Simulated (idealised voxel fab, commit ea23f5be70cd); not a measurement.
The document below concerns the process module designated voxel lift off.
Shown is cross-section cut, with a width of 190 nm and square cells of size 5 nm.
A cross-section is written here as square cells arranged in a grid, and it is given in bands from the top down, each band taking up one or more rows of cells.
Read a band's entry like this: the first values are the height of its top and the height of its bottom in nm, and what follows is the sequence of materials from left to right, each with its width in nm. Note that "empty" is empty space, and that a single material marked "everywhere" reaches across the band from edge to edge.
For the purposes of this specification, 0 denotes the height below which the wafer in its as-received condition is composed wholly of one material, and the lowermost band, lacking a lower limit, extends downward without end, as expressed in "0 and below".
Graded width ("30..40"): value in top row of band = first number; value in bottom row = second number; row-to-row change constant.
Where a step carries "left unchanged", the cross-section came out of it unchanged, cell for cell.
Under "Enclosed internal voids" you'll find the enclosed gaps, the ones with no way out to the top, that are 8 cells or bigger; each reads width x height at distance, with distance counted from the left edge, everything in nm.
The remark found on a step's line after its settings is issued by the simulator itself and pertains to that step.
The optional step-line setting "overlay nm" applies to steps with a mask and quantifies how far to the right of its planned location the mask lay, a negative value indicating leftward placement.

[Set out below are the planned steps of the process]
1: RECEIVE with material Si
2: CONFORMAL_DEP with material SiN, thk nm 15
3: PATTERN with tone open, mask id LINES, material resist, width nm 30, pitch nm 50, thk nm 30, overlay nm 0
4: DIRECTIONAL_DEP with material Ru, thk nm 15
5: STRIP with etch materials resist
6: CONFORMAL_DEP with material SiO2, thk nm 5

[First of the two wafers, run per plan]

[Incoming wafer, cross-sectional view, post step 1]
0 and below  Si everywhere
Enclosed internal voids: none

[How the wafer stands in section after step 2]
15 down to 0  SiN everywhere
Lower than 0, everything is as it was.

[How the wafer stands in section after step 3]
45 down to 15  resist 30 nm, empty 30 nm, resist 20 nm, empty 30 nm, resist 20 nm, empty 30 nm, resist 30 nm
Lower than 15, everything is as it was.

[How the wafer stands in section after step 4]
60 down to 45  Ru 30 nm, empty 30 nm, Ru 20 nm, empty 30 nm, Ru 20 nm, empty 30 nm, Ru 30 nm
45 down to 30  resist 30 nm, empty 30 nm, resist 20 nm, empty 30 nm, resist 20 nm, empty 30 nm, resist 30 nm
30 down to 15  resist 30 nm, Ru 30 nm, resist 20 nm, Ru 30 nm, resist 20 nm, Ru 30 nm, resist 30 nm
Lower than 15, everything is as it was.

[How the wafer stands in section after step 5]
30 down to 15  empty 30 nm, Ru 30 nm, empty 20 nm, Ru 30 nm, empty 20 nm, Ru 30 nm, empty 30 nm
Lower than 15, everything is as it was.

[How the wafer stands in section after step 6]
35 down to 30  empty 25 nm, SiO2 40 nm, empty 10 nm, SiO2 40 nm, empty 10 nm, SiO2 40 nm, empty 25 nm
30 down to 20  empty 25 nm, SiO2 5 nm, Ru 30 nm, SiO2 5 nm, empty 10 nm, SiO2 5 nm, Ru 30 nm, SiO2 5 nm, empty 10 nm, SiO2 5 nm, Ru 30 nm, SiO2 5 nm, empty 25 nm
20 down to 15  SiO2 30 nm, Ru 30 nm, SiO2 20 nm, Ru 30 nm, SiO2 20 nm, Ru 30 nm, SiO2 30 nm
Lower than 15, everything is as it was.

[Wafer two of two - same starting point, same process plan, one mistake in execution; matches wafer one up to and including step 3]

[What the second wafer looks like in cross-section when step 4 should have wrapped up]
60 down to 45  SiO2 30 nm, empty 30 nm, SiO2 20 nm, empty 30 nm, SiO2 20 nm, empty 30 nm, SiO2 30 nm
45 down to 30  resist 30 nm, empty 30 nm, resist 20 nm, empty 30 nm, resist 20 nm, empty 30 nm, resist 30 nm
30 down to 15  resist 30 nm, SiO2 30 nm, resist 20 nm, SiO2 30 nm, resist 20 nm, SiO2 30 nm, resist 30 nm
Lower than 15, everything is as it was.

[What the second wafer looks like in cross-section when step 5 should have wrapped up]
30 down to 15  empty 30 nm, SiO2 30 nm, empty 20 nm, SiO2 30 nm, empty 20 nm, SiO2 30 nm, empty 30 nm
Lower than 15, everything is as it was.

[What the second wafer looks like in cross-section when step 6 should have wrapped up]
35 down to 20  empty 25 nm, SiO2 40 nm, empty 10 nm, SiO2 40 nm, empty 10 nm, SiO2 40 nm, empty 25 nm
20 down to 15  SiO2 everywhere
Lower than 15, everything is as it was.
Finding, execution versus plan: note that step 4 departed from the planned setting and was carried out as DIRECTIONAL_DEP with material SiO2, thk nm 15
In the final state, the cell counts of the second wafer exceed or fall short of those of the first for the following materials: Ru -54 | SiO2 +54
